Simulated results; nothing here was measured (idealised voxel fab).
The following is a process module called voxel wiring stack.
Pictured: cross-section cut, 280 nm wide, on a grid of 5 nm square cells.
Square cells in a grid make up a cross-section in this document, and the grid is given as bands, listed from the top down, each one or more rows of cells.
Within each band entry, the heights of the top and of the bottom of the band appear first, in that order and in nm; the materials of the band then follow from left to right, each with its corresponding width in nm. The designation "edge to edge" on a single material indicates that it fills the band from edge to edge; the designation "blank" indicates empty space.
For the purposes of this specification, 0 denotes the height below which the wafer in its as-received condition is composed wholly of one material, and the lowermost band, lacking a lower limit, extends downward without end, as expressed in "0 nm and below".
Per-row width for "30->40": begins at first number (top row of band), ends at second number (bottom row), increment between rows held constant.
Step marked "all unchanged"? Then no cell in the cross-section changed in it.
What "Sealed internal voids" gives you is every empty space of 8 cells or more that is cut off from the top. Each appears as width x height at distance, with the distance taken from the left edge and width, height and distance all in nm.
Past the settings on a step's line: simulator remark, on that step.
"overlay nm" denotes, for a step that has a mask, the displacement of the mask to the right of its planned place, with negative values corresponding to the left.
### Process steps foreseen in the plan
1 op RECEIVE | material Si
2 op CONFORMAL_DEP | material SiO2 | thk nm 10
3 op CONFORMAL_DEP | material SiCN | thk nm 5
4 op DIRECTIONAL_DEP | material SiO2 | thk nm 25
5 op MASKED_ETCH | tone open | mask id METAL_1 | width nm 30 | pitch nm 60 | etch materials SiO2 | depth nm 25 | overlay nm 0
6 op MASKED_ETCH | tone open | mask id METAL_1 | width nm 30 | pitch nm 60 | etch materials SiCN | depth nm 5 | overlay nm 0
7 op CONFORMAL_DEP | material TiN | thk nm 5
8 op FILL_DEP | material Cu | thk nm 10
9 op CMP | height nm 40
10 op EPI | material Ru | thk nm 5
11 op FILL_DEP | material SiCN | thk nm 5
12 op DIRECTIONAL_DEP | material lowk | thk nm 15
13 op DIRECTIONAL_DEP | material aC | thk nm 10
14 op PATTERN | tone open | mask id PLUG_1 | material resist | width nm 15 | pitch nm 60 | thk nm 25 | overlay nm 0
15 op DIRECTIONAL_ETCH | etch materials aC | depth nm 10
16 op STRIP | etch materials resist
17 op DIRECTIONAL_ETCH | etch materials lowk | depth nm 15
18 op DIRECTIONAL_ETCH | etch materials SiCN | depth nm 5
19 op STRIP | etch materials aC
20 op CONFORMAL_DEP | material TiN | thk nm 5
21 op FILL_DEP | material Cu | thk nm 5
22 op CMP | height nm 65
23 op DIRECTIONAL_DEP | material TiN | thk nm 5
24 op DIRECTIONAL_DEP | material W | thk nm 25
25 op MASKED_ETCH | tone cover | mask id METAL_2 | width nm 30 | pitch nm 60 | etch materials W | depth nm 25 | overlay nm 0
26 op MASKED_ETCH | tone cover | mask id METAL_2 | width nm 30 | pitch nm 60 | etch materials TiN | depth nm 5 | overlay nm 0
27 op CONFORMAL_DEP | material SiN | thk nm 5
28 op FILL_DEP | material lowk | thk nm 10
29 op CMP | height nm 95
30 op CONFORMAL_DEP | material SiCN | thk nm 5
31 op DIRECTIONAL_DEP | material lowk | thk nm 15
32 op DIRECTIONAL_DEP | material aC | thk nm 15
33 op PATTERN | tone open | mask id PLUG_2 | material resist | width nm 15 | pitch nm 60 | thk nm 35 | overlay nm 0
34 op DIRECTIONAL_ETCH | etch materials aC | depth nm 15
35 op STRIP | etch materials resist
36 op DIRECTIONAL_ETCH | etch materials lowk | depth nm 15
37 op DIRECTIONAL_ETCH | etch materials SiCN | depth nm 5
38 op STRIP | etch materials aC
39 op CONFORMAL_DEP | material TiN | thk nm 5
40 op FILL_DEP | material Cu | thk nm 10
41 op CMP | height nm 115
42 op DIRECTIONAL_DEP | material TiN | thk nm 5
43 op DIRECTIONAL_DEP | material W | thk nm 25
44 op DIRECTIONAL_DEP | material aC | thk nm 10
45 op PATTERN | tone cover | mask id METAL_3 | material resist | width nm 30 | pitch nm 60 | thk nm 30 | overlay nm 0
46 op DIRECTIONAL_ETCH | etch materials aC | depth nm 10
47 op STRIP | etch materials resist
48 op DIRECTIONAL_ETCH | etch materials W | depth nm 25
49 op DIRECTIONAL_ETCH | etch materials TiN | depth nm 5
50 op STRIP | etch materials aC
51 op FILL_DEP | material lowk | thk nm 10
52 op CMP | height nm 145
53 op CONFORMAL_DEP | material SiN | thk nm 5
### As-received state of the wafer in cross-section, equivalent to post-step 1
- 0 nm and below: Si edge to edge
- Sealed internal voids: none
### Cross-section, first of two wafers, end of module, run as planned
- 150 nm to 145 nm: SiN edge to edge
- 145 nm to 120 nm: 95 nm lowk, then 30 nm W, then 30 nm lowk, then 30 nm W, then 95 nm lowk
- 120 nm to 115 nm: 95 nm lowk, then 30 nm TiN, then 30 nm lowk, then 30 nm TiN, then 95 nm lowk
- 115 nm to 100 nm: 95 nm lowk, then 5 nm TiN, then 5 nm Cu, then 5 nm TiN, then 45 nm lowk, then 5 nm TiN, then 5 nm Cu, then 5 nm TiN, then 110 nm lowk
- 100 nm to 95 nm: 95 nm SiCN, then 15 nm TiN, then 45 nm SiCN, then 15 nm TiN, then 110 nm SiCN
- 95 nm to 70 nm: 90 nm lowk, then 5 nm SiN, then 30 nm W, then 5 nm SiN, then 20 nm lowk, then 5 nm SiN, then 30 nm W, then 5 nm SiN, then 90 nm lowk
- 70 nm to 65 nm: 95 nm SiN, then 30 nm TiN, then 30 nm SiN, then 30 nm TiN, then 95 nm SiN
- 65 nm to 50 nm: 95 nm lowk, then 5 nm TiN, then 5 nm Cu, then 5 nm TiN, then 45 nm lowk, then 5 nm TiN, then 5 nm Cu, then 5 nm TiN, then 110 nm lowk
- 50 nm to 45 nm: 95 nm SiCN, then 15 nm TiN, then 45 nm SiCN, then 15 nm TiN, then 110 nm SiCN
- 45 nm to 40 nm: 90 nm SiCN, then 40 nm Ru, then 20 nm SiCN, then 40 nm Ru, then 90 nm SiCN
- 40 nm to 15 nm: 95 nm SiO2, then 5 nm TiN, then 20 nm Cu, then 5 nm TiN, then 30 nm SiO2, then 5 nm TiN, then 20 nm Cu, then 5 nm TiN, then 95 nm SiO2
- 15 nm to 10 nm: 95 nm SiCN, then 30 nm TiN, then 30 nm SiCN, then 30 nm TiN, then 95 nm SiCN
- 10 nm to 0 nm: SiO2 edge to edge
- 0 nm and below: Si edge to edge
- Sealed internal voids: none
### Wafer two cross-section, module end. Start and plan unchanged from wafer one; one mistake made during the run
- 150 nm to 145 nm: SiN edge to edge
- 145 nm to 120 nm: 90 nm lowk, then 40 nm W, then 20 nm lowk, then 40 nm W, then 90 nm lowk
- 120 nm to 115 nm: 90 nm lowk, then 40 nm TiN, then 20 nm lowk, then 40 nm TiN, then 90 nm lowk
- 115 nm to 100 nm: 95 nm lowk, then 5 nm TiN, then 5 nm Cu, then 5 nm TiN, then 45 nm lowk, then 5 nm TiN, then 5 nm Cu, then 5 nm TiN, then 110 nm lowk
- 100 nm to 95 nm: 95 nm SiCN, then 15 nm TiN, then 45 nm SiCN, then 15 nm TiN, then 110 nm SiCN
- 95 nm to 70 nm: 90 nm lowk, then 5 nm SiN, then 30 nm W, then 5 nm SiN, then 20 nm lowk, then 5 nm SiN, then 30 nm W, then 5 nm SiN, then 90 nm lowk
- 70 nm to 65 nm: 95 nm SiN, then 30 nm TiN, then 30 nm SiN, then 30 nm TiN, then 95 nm SiN
- 65 nm to 50 nm: 95 nm lowk, then 5 nm TiN, then 5 nm Cu, then 5 nm TiN, then 45 nm lowk, then 5 nm TiN, then 5 nm Cu, then 5 nm TiN, then 110 nm lowk
- 50 nm to 45 nm: 95 nm SiCN, then 15 nm TiN, then 45 nm SiCN, then 15 nm TiN, then 110 nm SiCN
- 45 nm to 40 nm: 90 nm SiCN, then 40 nm Ru, then 20 nm SiCN, then 40 nm Ru, then 90 nm SiCN
- 40 nm to 15 nm: 95 nm SiO2, then 5 nm TiN, then 20 nm Cu, then 5 nm TiN, then 30 nm SiO2, then 5 nm TiN, then 20 nm Cu, then 5 nm TiN, then 95 nm SiO2
- 15 nm to 10 nm: 95 nm SiCN, then 30 nm TiN, then 30 nm SiCN, then 30 nm TiN, then 95 nm SiCN
- 10 nm to 0 nm: SiO2 edge to edge
- 0 nm and below: Si edge to edge
- Sealed internal voids: none
Run error: step 45 went in with a setting other than planned; the actual run was op PATTERN | tone cover | mask id METAL_3 | material resist | width nm 40 | pitch nm 60 | thk nm 30 | overlay nm 0
Count the cells at the end and the second wafer has more or fewer of some materials than the first: TiN: 4 more; W: 20 more; lowk: 24 fewer
